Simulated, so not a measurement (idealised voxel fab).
Process module heading - voxel double patterning
Each square cell in cross-section cut measures 5 nm, and the section as a whole is 210 nm wide.
When this document writes out a cross-section, it uses a grid of square cells and lists it as bands, beginning at the top and moving down, with a band standing for one or more rows of cells. This entry defines a band. It first specifies the height of the band's top and the height of its bottom in nm, and then specifies the band's materials from left to right, stating each material with its width in nm. The word "edge to edge" identifies a single material that fills the band from edge to edge, while the word "blank" identifies empty space. Height datum 0, below which the as-received substrate wafer is one material. Lowest band open at the bottom, running downward: "0..down". It should be noted that a width expressed as "30->40" varies in equal increments from row to row of cells within the band, taking the value of the first number at the top row and that of the second number at the bottom row. "no alterations made", as given for a step, is the statement that not any cell of the cross-section underwent a change during that step. You'll see "Listed closed voids" listing empty spaces that have no way open to the top, as long as they're 8 cells or more; the notation is width x height at distance, where the distance is from the left edge, and all of it is in nm. Heads up: the bit after the settings on a step's line is the simulator's remark on that step. "overlay nm" on a masked step: distance the mask lay right of its planned place, negative for left.
-- Process steps - plan
- 1: op RECEIVE | material Si
- 2: op CONFORMAL_DEP | material SiO2 | thk nm 5
- 3: op DIRECTIONAL_DEP | material polySi | thk nm 15
- 4: op DIRECTIONAL_DEP | material SiCN | thk nm 5
- 5: op PATTERN | tone open | mask id FIRST | material resist | width nm 15 | pitch nm 50 | thk nm 15 | overlay nm 0
- 6: op DIRECTIONAL_ETCH | etch materials SiCN | depth nm 5
- 7: op STRIP | etch materials resist
- 8: op PATTERN | tone open | mask id SECOND | material resist | width nm 15 | pitch nm 50 | thk nm 20 | overlay nm 0
- 9: op DIRECTIONAL_ETCH | etch materials SiCN | depth nm 5
- 10: op STRIP | etch materials resist
- 11: op DIRECTIONAL_ETCH | etch materials polySi | depth nm 15
- 12: op STRIP | etch materials SiCN
-- As-received state of the wafer in cross-section, equivalent to post-step 1
    0..down | Si edge to edge
    Listed closed voids: none
-- Starting structure and process plan are as shown above, but one mistake was made in running the module; the wafer cross-section at the end of the module follows
    35..20 | polySi (45); blank (15); polySi (10); blank (15); polySi (10); blank (15); polySi (10); blank (15); polySi (10); blank (15); polySi (50)
    20..5 | polySi edge to edge
    5..0 | SiO2 edge to edge
    0..down | Si edge to edge
    Listed closed voids: none
The plan and the run diverged here: step 3 in the plan was executed twice
